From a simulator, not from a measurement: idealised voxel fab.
The following is a process module called voxel transistor to metal.
Cross-section cut: width 190 nm, square cells of 5 nm.
A cross-section in this document is a grid of square cells, and it is written down as bands, the top band listed before the ones below it; a band is made up of one or more rows of cells. In this notation a band is specified by the heights of its top and bottom, in that order and in nm, after which its materials appear from left to right, each paired with its width in nm. The word "everywhere" attached to a single material means that material fills the band from edge to edge; the word "air" stands for empty space. Zero point of the height axis is 0; under it, received wafer = one material. Lowest band: continues down indefinitely, "top 0, no bottom". The two numbers in a width such as "30 to 40" mark its ends across the band: the first belongs to the top row of cells, the second to the bottom row, and from each row to the next the width moves by the same amount. "remains unaltered" (step): cross-section cells unchanged, all of them. "Enclosed voids": empty spaces of 8 cells or more with no open way to the top, each given as width x height at distance, distance from the left edge, all in nm. after a step's settings: what the simulator itself notes on the step. "overlay nm" answers the question of how far to the right of plan the mask lay on a step that has a mask, and when it is negative the answer is to the left.
Below is the list of planned process steps
1: RECEIVE | material Si
2: OXIDIZE | depth nm 5
3: CONFORMAL_DEP | material SiN | thk nm 15
4: MASKED_ETCH | tone cover | mask id ACTIVE | width nm 135 | etch materials SiN | depth nm 15 | overlay nm 0
5: MASKED_ETCH | tone cover | mask id ACTIVE | width nm 135 | etch materials SiO2 | depth nm 5 | overlay nm 0
6: MASKED_ETCH | tone cover | mask id ACTIVE | width nm 135 | etch materials Si | depth nm 20 | overlay nm 0
7: FILL_DEP | material SiO2 | thk nm 10
8: CMP | height nm 15
9: SELECTIVE_ETCH | etch materials SiO2 | depth nm 5
10: STRIP | etch materials SiN
11: SELECTIVE_ETCH | etch materials SiO2 | depth nm 5
12: OXIDIZE | depth nm 5
13: DIRECTIONAL_DEP | material polySi | thk nm 30
14: DIRECTIONAL_DEP | material SiCN | thk nm 10
15: DIRECTIONAL_DEP | material aC | thk nm 15
16: PATTERN | tone cover | mask id GATE | material resist | width nm 35 | thk nm 30 | overlay nm 0
17: DIRECTIONAL_ETCH | etch materials aC | depth nm 15
18: STRIP | etch materials resist
19: DIRECTIONAL_ETCH | etch materials SiCN | depth nm 20
20: DIRECTIONAL_ETCH | etch materials polySi | depth nm 40
21: STRIP | etch materials aC
22: CONFORMAL_DEP | material SiN | thk nm 5
23: DIRECTIONAL_ETCH | etch materials SiN | depth nm 5
24: DIRECTIONAL_ETCH | etch materials SiO2 | depth nm 5
25: DIRECTIONAL_ETCH | etch materials Si | depth nm 5
26: EPI | material nSi | thk nm 5
27: FILL_DEP | material SiO2 | thk nm 10
28: CMP | height nm 25
29: STRIP | etch materials polySi
30: SELECTIVE_ETCH | etch materials SiO2 | depth nm 5
31: CONFORMAL_DEP | material HfO2 | thk nm 5
32: CONFORMAL_DEP | material TiN | thk nm 5
33: FILL_DEP | material W | thk nm 10
34: CMP | height nm 20
35: DIRECTIONAL_DEP | material SiO2 | thk nm 15
36: MASKED_ETCH | tone open | mask id CONTACT | width nm 20 | pitch nm 95 | etch materials SiO2 | depth nm 45 | overlay nm 0
37: CONFORMAL_DEP | material TiN | thk nm 5
38: FILL_DEP | material W | thk nm 5
39: CMP | height nm 35
40: DIRECTIONAL_DEP | material TiN | thk nm 5
41: DIRECTIONAL_DEP | material W | thk nm 20
42: MASKED_ETCH | tone cover | mask id METAL_1 | width nm 20 | pitch nm 95 | etch materials W | depth nm 20 | overlay nm 0
43: MASKED_ETCH | tone cover | mask id METAL_1 | width nm 20 | pitch nm 95 | etch materials TiN | depth nm 5 | overlay nm 0
44: FILL_DEP | material lowk | thk nm 10
45: CMP | height nm 60
46: CONFORMAL_DEP | material SiCN | thk nm 5
Incoming wafer, cross-sectional view, post step 1
  top 0, no bottom: Si everywhere
  Enclosed voids: none
First of two wafers at the end of the module, shown in cross-section; run carried out as planned
  top 65, bottom 60: SiCN everywhere
  top 60, bottom 40: 35 lowk, 20 W, 75 lowk, 20 W, 40 lowk
  top 40, bottom 35: 35 lowk, 20 TiN, 75 lowk, 20 TiN, 40 lowk
  top 35, bottom 20: 35 SiO2, 5 TiN, 10 W, 5 TiN, 75 SiO2, 5 TiN, 10 W, 5 TiN, 40 SiO2
  top 20, bottom 5: 35 SiO2, 5 TiN, 10 W, 5 TiN, 15 SiO2, 5 SiN, 5 HfO2, 5 TiN, 15 W, 5 TiN, 5 HfO2, 5 SiN, 15 SiO2, 5 TiN, 10 W, 5 TiN, 40 SiO2
  top 5, bottom 0: 20 SiO2, 5 SiN, 10 SiO2, 5 TiN, 10 W, 5 TiN, 15 SiO2, 5 SiN, 5 HfO2, 5 TiN, 15 W, 5 TiN, 5 HfO2, 5 SiN, 15 SiO2, 5 TiN, 10 W, 5 TiN, 10 SiO2, 5 SiN, 25 SiO2
  top 0, bottom -5: 20 SiO2, 5 SiN, 10 SiO2, 5 TiN, 10 W, 5 TiN, 15 SiO2, 5 SiN, 5 HfO2, 25 TiN, 5 HfO2, 5 SiN, 15 SiO2, 5 TiN, 10 W, 5 TiN, 10 SiO2, 5 SiN, 25 SiO2
  top -5, bottom -10: 35 SiO2, 20 TiN, 10 SiO2, 5 nSi, 45 HfO2, 5 nSi, 10 SiO2, 20 TiN, 40 SiO2
  top -10, bottom -15: 25 SiO2, 45 nSi, 45 Si, 45 nSi, 30 SiO2
  top -15, bottom -25: 25 SiO2, 135 Si, 30 SiO2
  top -25, no bottom: Si everywhere
  Enclosed voids: none
Second wafer of the two, sectioned at the end of the module. It began like the first and followed the same plan, but one mistake was made while running it
  top 65, bottom 60: SiCN everywhere
  top 60, bottom 40: 35 lowk, 20 W, 75 lowk, 20 W, 40 lowk
  top 40, bottom 35: 30 lowk, 25 TiN, 70 lowk, 25 TiN, 40 lowk
  top 35, bottom 20: 35 SiO2, 5 TiN, 10 W, 5 TiN, 75 SiO2, 5 TiN, 10 W, 5 TiN, 40 SiO2
  top 20, bottom 5: 35 SiO2, 5 TiN, 10 W, 5 TiN, 15 SiO2, 5 SiN, 5 HfO2, 5 TiN, 15 W, 5 TiN, 5 HfO2, 5 SiN, 15 SiO2, 5 TiN, 10 W, 5 TiN, 40 SiO2
  top 5, bottom 0: 20 SiO2, 5 SiN, 10 SiO2, 5 TiN, 10 W, 5 TiN, 15 SiO2, 5 SiN, 5 HfO2, 5 TiN, 15 W, 5 TiN, 5 HfO2, 5 SiN, 15 SiO2, 5 TiN, 10 W, 5 TiN, 10 SiO2, 5 SiN, 25 SiO2
  top 0, bottom -5: 20 SiO2, 5 SiN, 10 SiO2, 5 TiN, 10 W, 5 TiN, 15 SiO2, 5 SiN, 5 HfO2, 25 TiN, 5 HfO2, 5 SiN, 15 SiO2, 5 TiN, 10 W, 5 TiN, 10 SiO2, 5 SiN, 25 SiO2
  top -5, bottom -10: 35 SiO2, 20 TiN, 10 SiO2, 5 nSi, 45 HfO2, 5 nSi, 10 SiO2, 20 TiN, 40 SiO2
  top -10, bottom -15: 25 SiO2, 45 nSi, 45 Si, 45 nSi, 30 SiO2
  top -15, bottom -25: 25 SiO2, 135 Si, 30 SiO2
  top -25, no bottom: Si everywhere
  Enclosed voids: none
Where did the run depart from the plan? step 43 did not happen as planned, as run it was MASKED_ETCH | tone cover | mask id METAL_1 | width nm 20 | pitch nm 95 | etch materials TiN | depth nm 5 | overlay nm -5
Final wafer comparison in cells, second versus first, more or fewer per material: +2 TiN; -2 lowk
